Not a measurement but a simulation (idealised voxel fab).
The process module that follows is named voxel fin reveal.
This is section cut - it's 265 nm across, gridded in 5 nm square cells.
We lay out every cross-section as a grid of square cells and spell it out in bands from the top down, where one band means one or more rows of cells. This entry defines a band. It first specifies the height of the band's top and the height of its bottom in nm, and then specifies the band's materials from left to right, stating each material with its width in nm. The word "all across" identifies a single material that fills the band from edge to edge, while the word "blank" identifies empty space. Zero point of the height axis is 0; under it, received wafer = one material. Lowest band: continues down indefinitely, "0..down". Read "30..40" as a graded width: first number on top, second number at the bottom, same change between each pair of neighbouring rows. Basically "changes: none" means that step didn't change any cell in the cross-section. This entry, "Internal closed voids", enumerates those empty regions of no fewer than 8 cells that possess no open connection to the top. Each region is reported in the form width x height at distance, the distance being taken from the left edge, with all three quantities expressed in nm. On a step's line, text after the settings is the simulator commenting on that step. A step line may carry the setting "overlay nm", which, for steps involving a mask, states the distance by which the mask lay to the right of its intended position; negative values denote displacement to the left.
**The process steps that were planned are listed below**
1 RECEIVE with material Si
2 CONFORMAL_DEP with material SiN, thk nm 10
3 DIRECTIONAL_DEP with material aC, thk nm 15
4 PATTERN with tone cover, mask id FINS, material resist, width nm 15, pitch nm 40, thk nm 35, overlay nm 0
5 DIRECTIONAL_ETCH with etch materials aC, depth nm 15
6 STRIP with etch materials resist
7 DIRECTIONAL_ETCH with etch materials SiN, depth nm 10
8 DIRECTIONAL_ETCH with etch materials Si, depth nm 30
9 STRIP with etch materials aC
10 OXIDIZE with depth nm 5
11 FILL_DEP with material SiO2, thk nm 10
12 CMP with height nm 10
13 SELECTIVE_ETCH with etch materials SiO2, depth nm 30
14 STRIP with etch materials SiN
15 CONFORMAL_DEP with material SiO2, thk nm 5
**As-received state of the wafer in cross-section, equivalent to post-step 1**
0..down | Si all across
Internal closed voids: none
**End-of-module cross-section of the first of two wafers, processed as planned**
5..0 | 85 nm blank, 15 nm SiO2, 25 nm blank, 15 nm SiO2, 25 nm blank, 15 nm SiO2, 85 nm blank
0..-15 | 85 nm blank, 5 nm SiO2, 5 nm Si, 5 nm SiO2, 25 nm blank, 5 nm SiO2, 5 nm Si, 5 nm SiO2, 25 nm blank, 5 nm SiO2, 5 nm Si, 5 nm SiO2, 85 nm blank
-15..-35 | 90 nm SiO2, 5 nm Si, 35 nm SiO2, 5 nm Si, 35 nm SiO2, 5 nm Si, 90 nm SiO2
-35..down | Si all across
Internal closed voids: none
**Cross-section of the latter of the two wafers at module completion. It had an identical start and an identical plan to the former; in running it, one mistake was made**
5..0 | 85 nm blank, 20 nm SiO2, 20 nm blank, 20 nm SiO2, 20 nm blank, 20 nm SiO2, 80 nm blank
0..-15 | 85 nm blank, 5 nm SiO2, 10 nm Si, 5 nm SiO2, 20 nm blank, 5 nm SiO2, 10 nm Si, 5 nm SiO2, 20 nm blank, 5 nm SiO2, 10 nm Si, 5 nm SiO2, 80 nm blank
-15..-35 | 90 nm SiO2, 10 nm Si, 30 nm SiO2, 10 nm Si, 30 nm SiO2, 10 nm Si, 85 nm SiO2
-35..down | Si all across
Internal closed voids: none
Processing error: planned and actual differ for step 4; actual: PATTERN with tone cover, mask id FINS, material resist, width nm 20, pitch nm 40, thk nm 35, overlay nm 0
Per the end-of-run cell counts, the second wafer holds more or fewer of some materials than the first: 21 more of Si, 9 fewer of SiO2
